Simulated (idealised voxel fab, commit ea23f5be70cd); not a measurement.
process module | voxel wiring stack
cross-section cut | 300 nm wide | cells 5 nm
A cross-section is a grid of square cells, given in bands from the top down. A band is one or more rows of cells.
Each band's line starts with the height of the band's top and of its bottom, in nm. Then come its materials from left to right, each with its width in nm. One material with "throughout" fills the band from edge to edge. "air" is empty space.
Height 0 is the level under which the wafer as received is all one material. The lowest band goes on downwards, as in "0 down".
A width such as "30 to 40" changes by the same amount from each row of cells to the next, from the band's top row to its bottom row.
"no change" after a step means that no cell of the cross-section changed.
closed voids: empty space of 8 cells or more with no open way to the top, each as width x height at its distance from the left edge, in nm
after a step's settings: what the simulator itself notes on the step
overlay nm, on a step with a mask: how far to the right of its planned place the mask lay; to the left if negative
plan
1 op RECEIVE | material Si
2 op CONFORMAL_DEP | material SiO2 | thk nm 15
3 op CONFORMAL_DEP | material SiN | thk nm 5
4 op DIRECTIONAL_DEP | material lowk | thk nm 25
5 op DIRECTIONAL_DEP | material aC | thk nm 10
6 op PATTERN | tone open | mask id METAL_1 | material resist | width nm 30 | pitch nm 55 | thk nm 30 | overlay nm 0
7 op DIRECTIONAL_ETCH | etch materials aC | depth nm 10
8 op STRIP | etch materials resist
9 op DIRECTIONAL_ETCH | etch materials lowk | depth nm 25
10 op DIRECTIONAL_ETCH | etch materials SiN | depth nm 5
11 op STRIP | etch materials aC
12 op CONFORMAL_DEP | material TiN | thk nm 5
13 op FILL_DEP | material Cu | thk nm 5
14 op CMP | height nm 45
15 op CONFORMAL_DEP | material SiCN | thk nm 5
16 op DIRECTIONAL_DEP | material lowk | thk nm 15
17 op MASKED_ETCH | tone open | mask id PLUG_1 | width nm 15 | pitch nm 55 | etch materials lowk | depth nm 15 | overlay nm 0
18 op MASKED_ETCH | tone open | mask id PLUG_1 | width nm 15 | pitch nm 55 | etch materials SiCN | depth nm 5 | overlay nm 0
19 op EPI | material Ru | thk nm 10
20 op EPI | material Ru | thk nm 10
21 op DIRECTIONAL_DEP | material TiN | thk nm 5
22 op DIRECTIONAL_DEP | material Ru | thk nm 15
23 op DIRECTIONAL_DEP | material aC | thk nm 15
24 op PATTERN | tone cover | mask id METAL_2 | material resist | width nm 30 | pitch nm 55 | thk nm 35 | overlay nm 0
25 op DIRECTIONAL_ETCH | etch materials aC | depth nm 15
26 op STRIP | etch materials resist
27 op DIRECTIONAL_ETCH | etch materials Ru | depth nm 15
28 op DIRECTIONAL_ETCH | etch materials TiN | depth nm 5
29 op STRIP | etch materials aC
30 op CONFORMAL_DEP | material SiCN | thk nm 5
31 op FILL_DEP | material SiO2 | thk nm 5
32 op CMP | height nm 85
33 op CONFORMAL_DEP | material SiCN | thk nm 5
34 op DIRECTIONAL_DEP | material SiO2 | thk nm 20
35 op PATTERN | tone open | mask id PLUG_2 | material resist | width nm 15 | pitch nm 55 | thk nm 15 | overlay nm 0
36 op DIRECTIONAL_ETCH | etch materials SiO2 | depth nm 20
37 op DIRECTIONAL_ETCH | etch materials SiCN | depth nm 5
38 op STRIP | etch materials resist
39 op CONFORMAL_DEP | material TiN | thk nm 5
40 op FILL_DEP | material Ru | thk nm 10
41 op CMP | height nm 110
42 op CONFORMAL_DEP | material SiCN | thk nm 5
43 op DIRECTIONAL_DEP | material lowk | thk nm 20
44 op PATTERN | tone open | mask id METAL_3 | material resist | width nm 30 | pitch nm 55 | thk nm 15 | overlay nm 0
45 op DIRECTIONAL_ETCH | etch materials lowk | depth nm 20
46 op DIRECTIONAL_ETCH | etch materials SiCN | depth nm 5
47 op STRIP | etch materials resist
48 op CONFORMAL_DEP | material TiN | thk nm 5
49 op FILL_DEP | material Ru | thk nm 5
50 op CMP | height nm 135
51 op CONFORMAL_DEP | material SiCN | thk nm 5
52 op DIRECTIONAL_DEP | material SiO2 | thk nm 20
53 op DIRECTIONAL_DEP | material aC | thk nm 10
54 op PATTERN | tone open | mask id PLUG_3 | material resist | width nm 15 | pitch nm 55 | thk nm 25 | overlay nm 0
55 op DIRECTIONAL_ETCH | etch materials aC | depth nm 10
56 op STRIP | etch materials resist
57 op DIRECTIONAL_ETCH | etch materials SiO2 | depth nm 20
58 op DIRECTIONAL_ETCH | etch materials SiCN | depth nm 5
59 op STRIP | etch materials aC
60 op CONFORMAL_DEP | material TiN | thk nm 5
61 op FILL_DEP | material W | thk nm 5
62 op CMP | height nm 160
63 op CONFORMAL_DEP | material SiCN | thk nm 5
64 op DIRECTIONAL_DEP | material SiO2 | thk nm 15
65 op MASKED_ETCH | tone open | mask id METAL_4 | width nm 30 | pitch nm 55 | etch materials SiO2 | depth nm 15 | overlay nm 0
66 op MASKED_ETCH | tone open | mask id METAL_4 | width nm 30 | pitch nm 55 | etch materials SiCN | depth nm 5 | overlay nm 0
67 op CONFORMAL_DEP | material TiN | thk nm 5
68 op FILL_DEP | material Ru | thk nm 5
69 op CMP | height nm 180
70 op EPI | material Ru | thk nm 5
71 op FILL_DEP | material SiCN | thk nm 5
as received, after step 1
  0 down: Si throughout
  closed voids: none
first wafer at the end, as planned
  190 to 185: SiCN throughout
  185 to 180: SiCN 75 | Ru 40 | SiCN 15 | Ru 40 | SiCN 15 | Ru 40 | SiCN 75
  180 to 165: SiO2 80 | TiN 5 | Ru 20 | TiN 5 | SiO2 25 | TiN 5 | Ru 20 | TiN 5 | SiO2 25 | TiN 5 | Ru 20 | TiN 5 | SiO2 80
  165 to 160: SiCN 80 | TiN 30 | SiCN 25 | TiN 30 | SiCN 25 | TiN 30 | SiCN 80
  160 to 140: SiO2 80 | TiN 5 | W 5 | TiN 5 | SiO2 40 | TiN 5 | W 5 | TiN 5 | SiO2 40 | TiN 5 | W 5 | TiN 5 | SiO2 95
  140 to 135: SiCN 80 | TiN 15 | SiCN 40 | TiN 15 | SiCN 40 | TiN 15 | SiCN 95
  135 to 115: lowk 80 | TiN 5 | Ru 20 | TiN 5 | lowk 25 | TiN 5 | Ru 20 | TiN 5 | lowk 25 | TiN 5 | Ru 20 | TiN 5 | lowk 80
  115 to 110: SiCN 80 | TiN 30 | SiCN 25 | TiN 30 | SiCN 25 | TiN 30 | SiCN 80
  110 to 90: SiO2 80 | TiN 5 | Ru 5 | TiN 5 | SiO2 40 | TiN 5 | Ru 5 | TiN 5 | SiO2 40 | TiN 5 | Ru 5 | TiN 5 | SiO2 95
  90 to 85: SiCN 80 | TiN 15 | SiCN 40 | TiN 15 | SiCN 40 | TiN 15 | SiCN 95
  85 to 70: SiO2 75 | SiCN 5 | Ru 30 | SiCN 5 | SiO2 15 | SiCN 5 | Ru 30 | SiCN 5 | SiO2 15 | SiCN 5 | Ru 30 | SiCN 5 | SiO2 75
  70 to 65: SiCN 80 | TiN 30 | SiCN 25 | TiN 30 | SiCN 25 | TiN 30 | SiCN 80
  65 to 50: lowk 80 | Ru 15 | lowk 40 | Ru 15 | lowk 40 | Ru 15 | lowk 95
  50 to 45: SiCN 80 | Ru 15 | SiCN 40 | Ru 15 | SiCN 40 | Ru 15 | SiCN 95
  45 to 20: lowk 80 | TiN 5 | Cu 20 | TiN 5 | lowk 25 | TiN 5 | Cu 20 | TiN 5 | lowk 25 | TiN 5 | Cu 20 | TiN 5 | lowk 80
  20 to 15: SiN 80 | TiN 30 | SiN 25 | TiN 30 | SiN 25 | TiN 30 | SiN 80
  15 to 0: SiO2 throughout
  0 down: Si throughout
  closed voids: none
second wafer at the end: like start, like plan, one mistake
  190 to 185: SiCN throughout
  185 to 180: SiCN 75 | Ru 45 | SiCN 10 | Ru 45 | SiCN 10 | Ru 45 | SiCN 70
  180 to 170: SiO2 80 | TiN 5 | Ru 25 | TiN 5 | SiO2 20 | TiN 5 | Ru 25 | TiN 5 | SiO2 20 | TiN 5 | Ru 25 | TiN 5 | SiO2 75
  170 to 165: SiO2 80 | TiN 5 | Ru 20 | TiN 10 | SiO2 20 | TiN 5 | Ru 20 | TiN 10 | SiO2 20 | TiN 5 | Ru 20 | TiN 10 | SiO2 75
  165 to 160: SiCN 80 | TiN 30 | SiCN 25 | TiN 30 | SiCN 25 | TiN 30 | SiCN 80
  160 to 140: SiO2 80 | TiN 5 | W 5 | TiN 5 | SiO2 40 | TiN 5 | W 5 | TiN 5 | SiO2 40 | TiN 5 | W 5 | TiN 5 | SiO2 95
  140 to 135: SiCN 80 | TiN 15 | SiCN 40 | TiN 15 | SiCN 40 | TiN 15 | SiCN 95
  135 to 115: lowk 80 | TiN 5 | Ru 20 | TiN 5 | lowk 25 | TiN 5 | Ru 20 | TiN 5 | lowk 25 | TiN 5 | Ru 20 | TiN 5 | lowk 80
  115 to 110: SiCN 80 | TiN 30 | SiCN 25 | TiN 30 | SiCN 25 | TiN 30 | SiCN 80
  110 to 90: SiO2 80 | TiN 5 | Ru 5 | TiN 5 | SiO2 40 | TiN 5 | Ru 5 | TiN 5 | SiO2 40 | TiN 5 | Ru 5 | TiN 5 | SiO2 95
  90 to 85: SiCN 80 | TiN 15 | SiCN 40 | TiN 15 | SiCN 40 | TiN 15 | SiCN 95
  85 to 70: SiO2 75 | SiCN 5 | Ru 30 | SiCN 5 | SiO2 15 | SiCN 5 | Ru 30 | SiCN 5 | SiO2 15 | SiCN 5 | Ru 30 | SiCN 5 | SiO2 75
  70 to 65: SiCN 80 | TiN 30 | SiCN 25 | TiN 30 | SiCN 25 | TiN 30 | SiCN 80
  65 to 50: lowk 80 | Ru 15 | lowk 40 | Ru 15 | lowk 40 | Ru 15 | lowk 95
  50 to 45: SiCN 80 | Ru 15 | SiCN 40 | Ru 15 | SiCN 40 | Ru 15 | SiCN 95
  45 to 20: lowk 80 | TiN 5 | Cu 20 | TiN 5 | lowk 25 | TiN 5 | Cu 20 | TiN 5 | lowk 25 | TiN 5 | Cu 20 | TiN 5 | lowk 80
  20 to 15: SiN 80 | TiN 30 | SiN 25 | TiN 30 | SiN 25 | TiN 30 | SiN 80
  15 to 0: SiO2 throughout
  0 down: Si throughout
  closed voids: none
what went wrong: step 65 ran as: op MASKED_ETCH | tone open | mask id METAL_4 | width nm 35 | pitch nm 55 | etch materials SiO2 | depth nm 15 | overlay nm 0
at the end the second wafer has, in cells: 9 more of Ru | 3 fewer of SiCN | 9 fewer of SiO2 | 3 more of TiN
